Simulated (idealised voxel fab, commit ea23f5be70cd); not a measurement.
This is a process module. Its name is voxel released beams.
Each square cell in cross-section cut measures 5 nm, and the section as a whole is 185 nm wide.
When this document writes out a cross-section, it uses a grid of square cells and lists it as bands, beginning at the top and moving down, with a band standing for one or more rows of cells. The entry gives the band's vertical extent as a top height and a bottom height in nm, then its horizontal make-up as materials from left to right, each with a width in nm. "blank" stands for empty space; a single material marked "throughout" fills the band edge to edge. Heights from 0 (as-received wafer is one material below). Bottom band endless downward, as "top 0, no bottom". You'd read "30 to 40" like this: the band's top row of cells is as wide as the first number, its bottom row is as wide as the second, and going down, every row changes width by the same amount as the row before did. Step marked "everything unchanged"? Then no cell in the cross-section changed in it. "Enclosed cavity list": sealed empty spaces, 8 cells or more, no open way to top, listed width x height at distance, with distance from the left edge and width, height and distance in nm. It should be noted that, on the line of a given step, the content following the step's settings is a remark produced by the simulator itself with respect to that step. The line of a step may include "overlay nm". On a step with a mask, this value is how far to the right of its planned place the mask lay. A negative value means the mask lay to the left.

Planned process steps
1: RECEIVE with material Si
2: CONFORMAL_DEP with material SiN, thk nm 5
3: DIRECTIONAL_DEP with material SiO2, thk nm 10
4: DIRECTIONAL_DEP with material aC, thk nm 10
5: PATTERN with tone open, mask id ANCHOR, material resist, width nm 30, thk nm 30, overlay nm 0
6: DIRECTIONAL_ETCH with etch materials aC, depth nm 10
7: STRIP with etch materials resist
8: DIRECTIONAL_ETCH with etch materials SiO2, depth nm 10
9: STRIP with etch materials aC
10: CONFORMAL_DEP with material polySi, thk nm 10
11: DIRECTIONAL_DEP with material aC, thk nm 15
12: PATTERN with tone cover, mask id BEAM, material resist, width nm 80, thk nm 35, overlay nm 0
13: DIRECTIONAL_ETCH with etch materials aC, depth nm 15
14: STRIP with etch materials resist
15: DIRECTIONAL_ETCH with etch materials polySi, depth nm 10
16: STRIP with etch materials aC
17: STRIP with etch materials SiO2

Delivered wafer in cross-section: state after step 1
* top 0, no bottom  Si throughout
* Enclosed cavity list: none

Post-module cross-section of the first of two wafers (run per plan)
* top 25, bottom 15  blank: 50; polySi: 15; blank: 10; polySi: 55; blank: 55
* top 15, bottom 5  blank: 55; polySi: 30; blank: 100
* top 5, bottom 0  SiN throughout
* top 0, no bottom  Si throughout
* Enclosed cavity list: none

Cross-sectional view of the second of two wafers upon completion of the module. This wafer shared its starting condition and process plan with the first; one error was made during its execution
* top 25, bottom 15  blank: 50; polySi: 15; blank: 10; polySi: 60; blank: 50
* top 15, bottom 5  blank: 55; polySi: 30; blank: 100
* top 5, bottom 0  SiN throughout
* top 0, no bottom  Si throughout
* Enclosed cavity list: none
Against the plan, the run slipped here: it should be noted that step 12 was executed with settings other than those planned, the operation and settings actually applied being PATTERN with tone cover, mask id BEAM, material resist, width nm 85, thk nm 35, overlay nm 0
FYI, end of process, the second wafer has more or fewer cells of some materials than the first: polySi: 2 more
